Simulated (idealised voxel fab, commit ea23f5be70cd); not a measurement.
Presented below is a process module, voxel spacer lines.
In the cross-section labelled cut, the width is 290 nm and each square cell is 5 nm.
Cross-section layout: square cells on a grid; listed as bands, top to bottom; a band spans one or more cell rows.
Within each band entry, the heights of the top and of the bottom of the band appear first, in that order and in nm; the materials of the band then follow from left to right, each with its corresponding width in nm. The designation "all across" on a single material indicates that it fills the band from edge to edge; the designation "air" indicates empty space.
All heights in this document are referenced to 0, defined as the level beneath which the wafer, as received, consists entirely of one material. The lowest band is not bounded below; it extends indefinitely downward and is written in the form "from 0 down".
A two-number width, for instance "30->40", indicates that the width is equal to the first number in the top row of the band and to the second number in the bottom row, and that it changes by a constant amount per row of cells.
For the purposes of this document, the phrase "no change occurred" attached to a step denotes that no cell within the cross-section was modified by that step.
Entry "Closed void list". Content: empty spaces with no open connection to the top, size 8 cells or greater. Each: width x height at distance. Distance: from left edge. Unit: nm.
Where a step's line continues beyond its settings, the continuation is a remark by the simulator itself on that step.
Steps that use a mask can have "overlay nm" on their line. It says how far the mask sat to the right of where it was meant to be. Negative means to the left.

**Planned process steps**
1. RECEIVE, material Si
2. CONFORMAL_DEP, material Al2O3, thk nm 10
3. DIRECTIONAL_DEP, material W, thk nm 15
4. DIRECTIONAL_DEP, material aC, thk nm 25
5. PATTERN, tone cover, mask id MANDREL, material resist, width nm 25, pitch nm 80, thk nm 30, overlay nm 0
6. DIRECTIONAL_ETCH, etch materials aC, depth nm 25
7. STRIP, etch materials resist
8. CONFORMAL_DEP, material SiN, thk nm 15
9. DIRECTIONAL_ETCH, etch materials SiN, depth nm 15
10. STRIP, etch materials aC
11. DIRECTIONAL_ETCH, etch materials W, depth nm 15
12. STRIP, etch materials SiN

**Cross-section of the incoming wafer, state after step 1**
- from 0 down  Si all across
- Closed void list: none

**Starting structure and process plan are as shown above, but one mistake was made in running the module; the wafer cross-section at the end of the module follows**
- from 25 to 10  air 80 | W 15 | air 20 | W 15 | air 30 | W 15 | air 20 | W 15 | air 80
- from 10 to 0  Al2O3 all across
- from 0 down  Si all across
- Closed void list: none
Short version of what went wrong: step 5 did not use the planned setting and instead ran as PATTERN, tone cover, mask id MANDREL, material resist, width nm 20, pitch nm 80, thk nm 30, overlay nm 0
